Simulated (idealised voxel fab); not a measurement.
The process module that follows is named voxel fin reveal.
Pictured: cross-section cut, 150 nm wide, on a grid of 5 nm square cells.
This document writes a cross-section as a grid whose cells are square, and gives it as bands, listed from the top down; one or more rows of cells form a band.
Top height, bottom height, nm. Materials left to right, width each, nm. Single material + "throughout" = fills band edge to edge. "air" = empty.
Height 0 is the level under which the wafer as received is all one material. The lowest band goes on downwards, as in "top 0, no bottom".
Width "30 to 40": first value at the band's top row of cells, second value at its bottom row, equal change from row to row.
Where a step carries "nothing altered", the cross-section came out of it unchanged, cell for cell.
Basically, "Enclosed void entries" tells you about the enclosed voids: empty spaces with no open way to the top, 8 cells or bigger, each written width x height at distance, where distance is from the left edge, all in nm.
On each step's line, the part that comes after the settings is the simulator's own comment on the step.
overlay nm: where the mask lay relative to plan, measured to the right, on steps with a mask; negatives go left.

## So here's the lineup of process steps we planned
1) RECEIVE,material Si
2) CONFORMAL_DEP,material SiN,thk nm 10
3) PATTERN,tone cover,mask id FINS,material resist,width nm 15,pitch nm 40,thk nm 15,overlay nm 0
4) DIRECTIONAL_ETCH,etch materials SiN,depth nm 10
5) DIRECTIONAL_ETCH,etch materials Si,depth nm 30
6) STRIP,etch materials resist
7) FILL_DEP,material SiO2,thk nm 5
8) CMP,height nm 10
9) SELECTIVE_ETCH,etch materials SiO2,depth nm 25
10) STRIP,etch materials SiN
11) CONFORMAL_DEP,material HfO2,thk nm 5

## The first of the two wafers, which ran as planned

## Cross-section of the incoming wafer, state after step 1
    top 0, no bottom: Si throughout
    Enclosed void entries: none

## Step 2 complete: cross-section through the wafer
    top 10, bottom 0: SiN throughout
    below 0: unchanged

## Step 3 complete: cross-section through the wafer
    top 25, bottom 10: air 25, resist 15, air 25, resist 15, air 25, resist 15, air 30
    below 10: unchanged

## Step 4 complete: cross-section through the wafer
    top 25, bottom 10: air 25, resist 15, air 25, resist 15, air 25, resist 15, air 30
    top 10, bottom 0: air 25, SiN 15, air 25, SiN 15, air 25, SiN 15, air 30
    below 0: unchanged

## Step 5 complete: cross-section through the wafer
    top 25, bottom 10: air 25, resist 15, air 25, resist 15, air 25, resist 15, air 30
    top 10, bottom 0: air 25, SiN 15, air 25, SiN 15, air 25, SiN 15, air 30
    top 0, bottom -30: air 25, Si 15, air 25, Si 15, air 25, Si 15, air 30
    below -30: unchanged

## Step 6 complete: cross-section through the wafer
    top 10, bottom 0: air 25, SiN 15, air 25, SiN 15, air 25, SiN 15, air 30
    below 0: unchanged

## Step 7 complete: cross-section through the wafer
    top 15, bottom 10: SiO2 throughout
    top 10, bottom 0: SiO2 25, SiN 15, SiO2 25, SiN 15, SiO2 25, SiN 15, SiO2 30
    top 0, bottom -30: SiO2 25, Si 15, SiO2 25, Si 15, SiO2 25, Si 15, SiO2 30
    below -30: unchanged

## Step 8 complete: cross-section through the wafer
    top 10, bottom 0: SiO2 25, SiN 15, SiO2 25, SiN 15, SiO2 25, SiN 15, SiO2 30
    below 0: unchanged

## Step 9 complete: cross-section through the wafer
    top 10, bottom 0: air 25, SiN 15, air 25, SiN 15, air 25, SiN 15, air 30
    top 0, bottom -15: air 25, Si 15, air 25, Si 15, air 25, Si 15, air 30
    below -15: unchanged

## Step 10 complete: cross-section through the wafer
    top 0, bottom -15: air 25, Si 15, air 25, Si 15, air 25, Si 15, air 30
    below -15: unchanged

## Step 11 complete: cross-section through the wafer
    top 5, bottom 0: air 20, HfO2 25, air 15, HfO2 25, air 15, HfO2 25, air 25
    top 0, bottom -10: air 20, HfO2 5, Si 15, HfO2 5, air 15, HfO2 5, Si 15, HfO2 5, air 15, HfO2 5, Si 15, HfO2 5, air 25
    top -10, bottom -15: HfO2 25, Si 15, HfO2 25, Si 15, HfO2 25, Si 15, HfO2 30
    below -15: unchanged

## Now the other wafer: same start, same recipe, but we messed up one thing when running it. Up to and including step 2 it's the same as the first one

## Second wafer shown in cross-section at the time step 3 was slated to end
    top 25, bottom 10: air 30, resist 15, air 25, resist 15, air 25, resist 15, air 25
    below 10: unchanged

## Second wafer shown in cross-section at the time step 4 was slated to end
    top 25, bottom 10: air 30, resist 15, air 25, resist 15, air 25, resist 15, air 25
    top 10, bottom 0: air 30, SiN 15, air 25, SiN 15, air 25, SiN 15, air 25
    below 0: unchanged

## Second wafer shown in cross-section at the time step 5 was slated to end
    top 25, bottom 10: air 30, resist 15, air 25, resist 15, air 25, resist 15, air 25
    top 10, bottom 0: air 30, SiN 15, air 25, SiN 15, air 25, SiN 15, air 25
    top 0, bottom -30: air 30, Si 15, air 25, Si 15, air 25, Si 15, air 25
    below -30: unchanged

## Second wafer shown in cross-section at the time step 6 was slated to end
    top 10, bottom 0: air 30, SiN 15, air 25, SiN 15, air 25, SiN 15, air 25
    below 0: unchanged

## Second wafer shown in cross-section at the time step 7 was slated to end
    top 15, bottom 10: SiO2 throughout
    top 10, bottom 0: SiO2 30, SiN 15, SiO2 25, SiN 15, SiO2 25, SiN 15, SiO2 25
    top 0, bottom -30: SiO2 30, Si 15, SiO2 25, Si 15, SiO2 25, Si 15, SiO2 25
    below -30: unchanged

## Second wafer shown in cross-section at the time step 8 was slated to end
    top 10, bottom 0: SiO2 30, SiN 15, SiO2 25, SiN 15, SiO2 25, SiN 15, SiO2 25
    below 0: unchanged

## Second wafer shown in cross-section at the time step 9 was slated to end
    top 10, bottom 0: air 30, SiN 15, air 25, SiN 15, air 25, SiN 15, air 25
    top 0, bottom -15: air 30, Si 15, air 25, Si 15, air 25, Si 15, air 25
    below -15: unchanged

## Second wafer shown in cross-section at the time step 10 was slated to end
    top 0, bottom -15: air 30, Si 15, air 25, Si 15, air 25, Si 15, air 25
    below -15: unchanged

## Second wafer shown in cross-section at the time step 11 was slated to end
    top 5, bottom 0: air 25, HfO2 25, air 15, HfO2 25, air 15, HfO2 25, air 20
    top 0, bottom -10: air 25, HfO2 5, Si 15, HfO2 5, air 15, HfO2 5, Si 15, HfO2 5, air 15, HfO2 5, Si 15, HfO2 5, air 20
    top -10, bottom -15: HfO2 30, Si 15, HfO2 25, Si 15, HfO2 25, Si 15, HfO2 25
    below -15: unchanged
Short version of what went wrong: step 3 deviated from plan and actually ran as PATTERN,tone cover,mask id FINS,material resist,width nm 15,pitch nm 40,thk nm 15,overlay nm 5
If you tally the cells, the second wafer ends up with the same amount of every material as the first; it's all just sitting in different places.
